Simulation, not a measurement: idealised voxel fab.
Process module heading - voxel transistor to metal
Section shown: cut. Width: 285 nm. Cell size: 5 nm, square.
In what follows, cross-sections appear as grids of square cells, described through bands that run from the top down, where every band is one or more rows of cells.
Top height, bottom height, nm. Materials left to right, width each, nm. Single material + "everywhere" = fills band edge to edge. "air" = empty.
Heights are measured from 0, the level below which the as-received wafer is all one material; the lowest band has no bottom and continues downward, written as in "z 0 and below".
The two numbers in a width such as "30 to 40" mark its ends across the band: the first belongs to the top row of cells, the second to the bottom row, and from each row to the next the width moves by the same amount.
A step reported as "stayed the same" is a step in which no cell of the cross-section changed.
"Catalogued sealed voids" enumerates empty spaces isolated from the top, with no open way to it, that contain at least 8 cells, giving each as width x height at distance from the left edge, all three in nm.
On each step's line, the part that comes after the settings is the simulator's own comment on the step.
On any step carrying a mask, the "overlay nm" setting, if present on the step's line, tells how far right of its planned place the mask lay; negative values point to the left.

THE STEPS PLANNED FOR THE PROCESS ARE AS FOLLOWS
step 1: RECEIVE: material Si
step 2: OXIDIZE: depth nm 5
step 3: CONFORMAL_DEP: material SiN, thk nm 10
step 4: PATTERN: tone cover, mask id ACTIVE, material resist, width nm 90, pitch nm 125, thk nm 20, overlay nm 0
step 5: DIRECTIONAL_ETCH: etch materials SiN, depth nm 10
step 6: DIRECTIONAL_ETCH: etch materials SiO2, depth nm 5
step 7: DIRECTIONAL_ETCH: etch materials Si, depth nm 25
step 8: STRIP: etch materials resist
step 9: FILL_DEP: material SiO2, thk nm 10
step 10: CMP: height nm 10
step 11: SELECTIVE_ETCH: etch materials SiO2, depth nm 5
step 12: STRIP: etch materials SiN
step 13: SELECTIVE_ETCH: etch materials SiO2, depth nm 5
step 14: OXIDIZE: depth nm 5
step 15: DIRECTIONAL_DEP: material polySi, thk nm 25
step 16: DIRECTIONAL_DEP: material SiCN, thk nm 10
step 17: DIRECTIONAL_DEP: material aC, thk nm 10
step 18: PATTERN: tone cover, mask id GATE, material resist, width nm 20, pitch nm 125, thk nm 30, overlay nm 0
step 19: DIRECTIONAL_ETCH: etch materials aC, depth nm 10
step 20: STRIP: etch materials resist
step 21: DIRECTIONAL_ETCH: etch materials SiCN, depth nm 20
step 22: DIRECTIONAL_ETCH: etch materials polySi, depth nm 35
step 23: STRIP: etch materials aC
step 24: CONFORMAL_DEP: material SiN, thk nm 10
step 25: DIRECTIONAL_ETCH: etch materials SiN, depth nm 10
step 26: DIRECTIONAL_ETCH: etch materials SiO2, depth nm 5
step 27: EPI: material SiGe, thk nm 5
step 28: FILL_DEP: material SiO2, thk nm 10
step 29: CMP: height nm 30
step 30: DIRECTIONAL_DEP: material SiO2, thk nm 15
step 31: MASKED_ETCH: tone open, mask id CONTACT, width nm 30, etch materials SiO2, depth nm 50, overlay nm 0
step 32: CONFORMAL_DEP: material TiN, thk nm 5
step 33: FILL_DEP: material W, thk nm 10
step 34: CMP: height nm 45
step 35: CONFORMAL_DEP: material SiCN, thk nm 5
step 36: DIRECTIONAL_DEP: material lowk, thk nm 25
step 37: MASKED_ETCH: tone open, mask id METAL_1, width nm 15, etch materials lowk, depth nm 25, overlay nm 0
step 38: MASKED_ETCH: tone open, mask id METAL_1, width nm 15, etch materials SiCN, depth nm 5, overlay nm 0
step 39: CONFORMAL_DEP: material TiN, thk nm 5
step 40: FILL_DEP: material Ru, thk nm 10
step 41: CMP: height nm 75
step 42: EPI: material Ru, thk nm 5
step 43: FILL_DEP: material SiCN, thk nm 5
What sets these wafers apart? The width nm at step 4. They all start alike, and the plan carries the first wafer's value.

CROSS-SECTION OF THE FIRST OF SEVERAL WAFERS AS RECEIVED (AFTER STEP 1)
  z 0 and below = Si everywhere
  Catalogued sealed voids: none

FIRST OF SEVERAL WAFERS: CROSS-SECTION AT THE END OF THE MODULE, AFTER STEP 43, ITS LAST STEP
  z 85 to 80 = SiCN everywhere
  z 80 to 75 = 30 SiCN  25 Ru  50 SiCN  25 Ru  25 SiCN  25 Ru  50 SiCN  25 Ru  30 SiCN
  z 75 to 50 = 35 lowk  5 TiN  5 Ru  5 TiN  60 lowk  5 TiN  5 Ru  5 TiN  35 lowk  5 TiN  5 Ru  5 TiN  60 lowk  5 TiN  5 Ru  5 TiN  35 lowk
  z 50 to 45 = 35 SiCN  15 TiN  60 SiCN  15 TiN  35 SiCN  15 TiN  60 SiCN  15 TiN  35 SiCN
  z 45 to 35 = 35 SiO2  5 TiN  20 W  5 TiN  30 SiO2  5 TiN  20 W  5 TiN  35 SiO2  5 TiN  20 W  5 TiN  30 SiO2  5 TiN  20 W  5 TiN  35 SiO2
  z 35 to 30 = 35 SiO2  5 TiN  15 W  10 TiN  30 SiO2  10 TiN  15 W  5 TiN  35 SiO2  5 TiN  15 W  10 TiN  30 SiO2  10 TiN  15 W  5 TiN  35 SiO2
  z 30 to 20 = 35 SiO2  5 TiN  15 W  5 TiN  10 SiN  20 SiCN  10 SiN  5 TiN  15 W  5 TiN  35 SiO2  5 TiN  15 W  5 TiN  10 SiN  20 SiCN  10 SiN  5 TiN  15 W  5 TiN  35 SiO2
  z 20 to 5 = 35 SiO2  5 TiN  15 W  5 TiN  10 SiN  20 polySi  10 SiN  5 TiN  15 W  5 TiN  35 SiO2  5 TiN  15 W  5 TiN  10 SiN  20 polySi  10 SiN  5 TiN  15 W  5 TiN  35 SiO2
  z 5 to 0 = 35 SiO2  10 TiN  10 W  5 TiN  10 SiN  20 polySi  10 SiN  5 TiN  10 W  10 TiN  35 SiO2  10 TiN  10 W  5 TiN  10 SiN  20 polySi  10 SiN  5 TiN  10 W  10 TiN  35 SiO2
  z 0 to -5 = 30 SiO2  10 SiN  20 TiN  10 SiN  20 polySi  10 SiN  20 TiN  10 SiN  25 SiO2  10 SiN  20 TiN  10 SiN  20 polySi  10 SiN  20 TiN  10 SiN  30 SiO2
  z -5 to -10 = 40 SiO2  20 SiGe  40 SiO2  20 SiGe  45 SiO2  20 SiGe  40 SiO2  20 SiGe  40 SiO2
  z -10 to -30 = 35 SiO2  90 Si  35 SiO2  90 Si  35 SiO2
  z -30 and below = Si everywhere
  Catalogued sealed voids: none

CROSS-SECTION, LAST WAFER, MODULE COMPLETION
  z 85 to 80 = SiCN everywhere
  z 80 to 75 = 30 SiCN  25 Ru  50 SiCN  25 Ru  25 SiCN  25 Ru  50 SiCN  25 Ru  30 SiCN
  z 75 to 50 = 35 lowk  5 TiN  5 Ru  5 TiN  60 lowk  5 TiN  5 Ru  5 TiN  35 lowk  5 TiN  5 Ru  5 TiN  60 lowk  5 TiN  5 Ru  5 TiN  35 lowk
  z 50 to 45 = 35 SiCN  15 TiN  60 SiCN  15 TiN  35 SiCN  15 TiN  60 SiCN  15 TiN  35 SiCN
  z 45 to 35 = 35 SiO2  5 TiN  20 W  5 TiN  30 SiO2  5 TiN  20 W  5 TiN  35 SiO2  5 TiN  20 W  5 TiN  30 SiO2  5 TiN  20 W  5 TiN  35 SiO2
  z 35 to 30 = 35 SiO2  5 TiN  15 W  10 TiN  30 SiO2  10 TiN  15 W  5 TiN  35 SiO2  5 TiN  15 W  10 TiN  30 SiO2  10 TiN  15 W  5 TiN  35 SiO2
  z 30 to 20 = 35 SiO2  5 TiN  15 W  5 TiN  10 SiN  20 SiCN  10 SiN  5 TiN  15 W  5 TiN  35 SiO2  5 TiN  15 W  5 TiN  10 SiN  20 SiCN  10 SiN  5 TiN  15 W  5 TiN  35 SiO2
  z 20 to 0 = 35 SiO2  5 TiN  15 W  5 TiN  10 SiN  20 polySi  10 SiN  5 TiN  15 W  5 TiN  35 SiO2  5 TiN  15 W  5 TiN  10 SiN  20 polySi  10 SiN  5 TiN  15 W  5 TiN  35 SiO2
  z 0 to -5 = 20 SiO2  10 SiN  5 SiO2  25 TiN  10 SiN  20 polySi  10 SiN  25 TiN  5 SiO2  10 SiN  5 SiO2  10 SiN  5 SiO2  25 TiN  10 SiN  20 polySi  10 SiN  25 TiN  5 SiO2  10 SiN  20 SiO2
  z -5 to -10 = 30 SiO2  30 SiGe  40 SiO2  30 SiGe  25 SiO2  30 SiGe  40 SiO2  30 SiGe  30 SiO2
  z -10 to -30 = 25 SiO2  110 Si  15 SiO2  110 Si  25 SiO2
  z -30 and below = Si everywhere
  Catalogued sealed voids: none

HERE IS HOW TO READ THE ROWS: EVERY WAFER HAS A ROW, AND IT SHOWS THE WAFER AT THE END OF THE MODULE, GIVING FOR EACH MATERIAL HOW MANY CELLS WERE GAINED (+) OR LOST (-) SINCE THE WAFER WAS RECEIVED, THEN LISTING ITS CLOSED VOIDS
width nm 90 | +40 Ru | -198 Si | +155 SiCN | +16 SiGe | +64 SiN | +367 SiO2 | +148 TiN | +112 W | +225 lowk | +40 polySi | Catalogued sealed voids: none
width nm 95 | +40 Ru | -190 Si | +155 SiCN | +18 SiGe | +64 SiN | +355 SiO2 | +148 TiN | +114 W | +225 lowk | +40 polySi | Catalogued sealed voids: none
width nm 100 | +40 Ru | -182 Si | +155 SiCN | +20 SiGe | +64 SiN | +343 SiO2 | +148 TiN | +116 W | +225 lowk | +40 polySi | Catalogued sealed voids: none
width nm 105 | +40 Ru | -174 Si | +155 SiCN | +22 SiGe | +64 SiN | +333 SiO2 | +148 TiN | +116 W | +225 lowk | +40 polySi | Catalogued sealed voids: none
width nm 110 | +40 Ru | -166 Si | +155 SiCN | +24 SiGe | +64 SiN | +323 SiO2 | +148 TiN | +116 W | +225 lowk | +40 polySi | Catalogued sealed voids: none
